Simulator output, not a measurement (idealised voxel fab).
process module | voxel capacitor over wiring
cross-section cut | 245 nm wide | cells 5 nm
A cross-section is a grid of square cells, given in bands from the top down. A band is one or more rows of cells.
Each band's line starts with the height of the band's top and of its bottom, in nm. Then come its materials from left to right, each with its width in nm. One material with "throughout" fills the band from edge to edge. "air" is empty space.
Height 0 is the level under which the wafer as received is all one material. The lowest band goes on downwards, as in "0 down".
A width such as "30 to 40" changes by the same amount from each row of cells to the next, from the band's top row to its bottom row.
"no change" after a step means that no cell of the cross-section changed.
closed voids: empty space of 8 cells or more with no open way to the top, each as width x height at its distance from the left edge, in nm
after a step's settings: what the simulator itself notes on the step
overlay nm, on a step with a mask: how far to the right of its planned place the mask lay; to the left if negative
plan
1 op RECEIVE | material Si
2 op CONFORMAL_DEP | material SiO2 | thk nm 15
3 op DIRECTIONAL_DEP | material TiN | thk nm 5
4 op DIRECTIONAL_DEP | material W | thk nm 15
5 op MASKED_ETCH | tone cover | mask id METAL_1 | width nm 20 | pitch nm 85 | etch materials W | depth nm 15 | overlay nm 0
6 op MASKED_ETCH | tone cover | mask id METAL_1 | width nm 15 | pitch nm 85 | etch materials TiN | depth nm 5 | overlay nm 0
7 op CONFORMAL_DEP | material SiN | thk nm 5
8 op FILL_DEP | material lowk | thk nm 10
9 op CMP | height nm 35
10 op CONFORMAL_DEP | material SiCN | thk nm 5
11 op DIRECTIONAL_DEP | material lowk | thk nm 20
12 op MASKED_ETCH | tone open | mask id PLUG_1 | width nm 15 | etch materials lowk | depth nm 20 | overlay nm 0
13 op MASKED_ETCH | tone open | mask id PLUG_1 | width nm 15 | etch materials SiCN | depth nm 5 | overlay nm 0
14 op EPI | material Ru | thk nm 10
15 op EPI | material Ru | thk nm 10
16 op EPI | material Ru | thk nm 5
17 op DIRECTIONAL_DEP | material TiN | thk nm 5
18 op DIRECTIONAL_DEP | material Al2O3 | thk nm 5
19 op DIRECTIONAL_DEP | material TiN | thk nm 5
20 op PATTERN | tone cover | mask id UPPER_PLATE | material resist | width nm 70 | thk nm 15 | overlay nm 0
21 op DIRECTIONAL_ETCH | etch materials TiN | depth nm 5
22 op DIRECTIONAL_ETCH | etch materials Al2O3 | depth nm 5
23 op STRIP | etch materials resist
24 op PATTERN | tone cover | mask id LOWER_PLATE | material resist | width nm 80 | thk nm 20 | overlay nm 0
25 op DIRECTIONAL_ETCH | etch materials TiN | depth nm 5
26 op STRIP | etch materials resist
27 op FILL_DEP | material SiO2 | thk nm 20
28 op CMP | height nm 90
29 op MASKED_ETCH | tone open | mask id PLUG_2 | width nm 15 | etch materials SiO2 | depth nm 15 | overlay nm 0
30 op CONFORMAL_DEP | material TiN | thk nm 5
31 op FILL_DEP | material Ru | thk nm 10
32 op CMP | height nm 90
33 op CONFORMAL_DEP | material SiN | thk nm 5
varied across the wafers: width nm of step 6. The plan shows the first wafer's value. All wafers start alike
first wafer as received, after step 1
  0 down: Si throughout
  closed voids: none
first wafer at the end, after step 33
  95 to 90: SiN throughout
  90 to 80: SiO2 85 | TiN 5 | Ru 5 | TiN 5 | SiO2 145
  80 to 70: SiO2 85 to 75 | TiN 15 to 70 | SiO2 145 to 100
  70 to 65: SiO2 75 | Al2O3 70 | SiO2 100
  65 to 60: SiO2 70 | TiN 80 | SiO2 95
  60 to 40: lowk 75 | Ru 15 | lowk 155
  40 to 35: SiCN 75 | Ru 15 | SiCN 155
  35 to 20: lowk 65 | SiN 5 | W 20 | SiN 5 | lowk 55 | SiN 5 | W 20 | SiN 5 | lowk 65
  20 to 15: SiN 70 | TiN 20 | SiN 65 | TiN 20 | SiN 70
  15 to 0: SiO2 throughout
  0 down: Si throughout
  closed voids: none
last wafer at the end
  95 to 90: SiN throughout
  90 to 80: SiO2 85 | TiN 5 | Ru 5 | TiN 5 | SiO2 145
  80 to 70: SiO2 85 to 75 | TiN 15 to 70 | SiO2 145 to 100
  70 to 65: SiO2 75 | Al2O3 70 | SiO2 100
  65 to 60: SiO2 70 | TiN 80 | SiO2 95
  60 to 40: lowk 75 | Ru 15 | lowk 155
  40 to 35: SiCN 75 | Ru 15 | SiCN 155
  35 to 25: lowk 65 | SiN 5 | W 20 | SiN 5 | lowk 55 | SiN 5 | W 20 | SiN 5 | lowk 65
  25 to 20: lowk 60 | SiN 10 | W 20 | SiN 15 | lowk 40 | SiN 10 | W 20 | SiN 15 | lowk 55
  20 to 15: SiN 65 | TiN 35 | SiN 50 | TiN 35 | SiN 60
  15 to 0: SiO2 throughout
  0 down: Si throughout
  closed voids: none
each wafer at the end: cells of each material gained (+) or lost (-) since it was received, then its closed voids
width nm 15 | +14 Al2O3 | +17 Ru | +46 SiCN | +102 SiN | +388 SiO2 | +45 TiN | +24 W | +295 lowk | closed voids: none
width nm 20 | +14 Al2O3 | +17 Ru | +46 SiCN | +102 SiN | +388 SiO2 | +45 TiN | +24 W | +295 lowk | closed voids: none
width nm 25 | +14 Al2O3 | +17 Ru | +46 SiCN | +102 SiN | +388 SiO2 | +47 TiN | +24 W | +293 lowk | closed voids: none
width nm 30 | +14 Al2O3 | +17 Ru | +46 SiCN | +102 SiN | +388 SiO2 | +49 TiN | +24 W | +291 lowk | closed voids: none
width nm 35 | +14 Al2O3 | +17 Ru | +46 SiCN | +102 SiN | +388 SiO2 | +51 TiN | +24 W | +289 lowk | closed voids: none
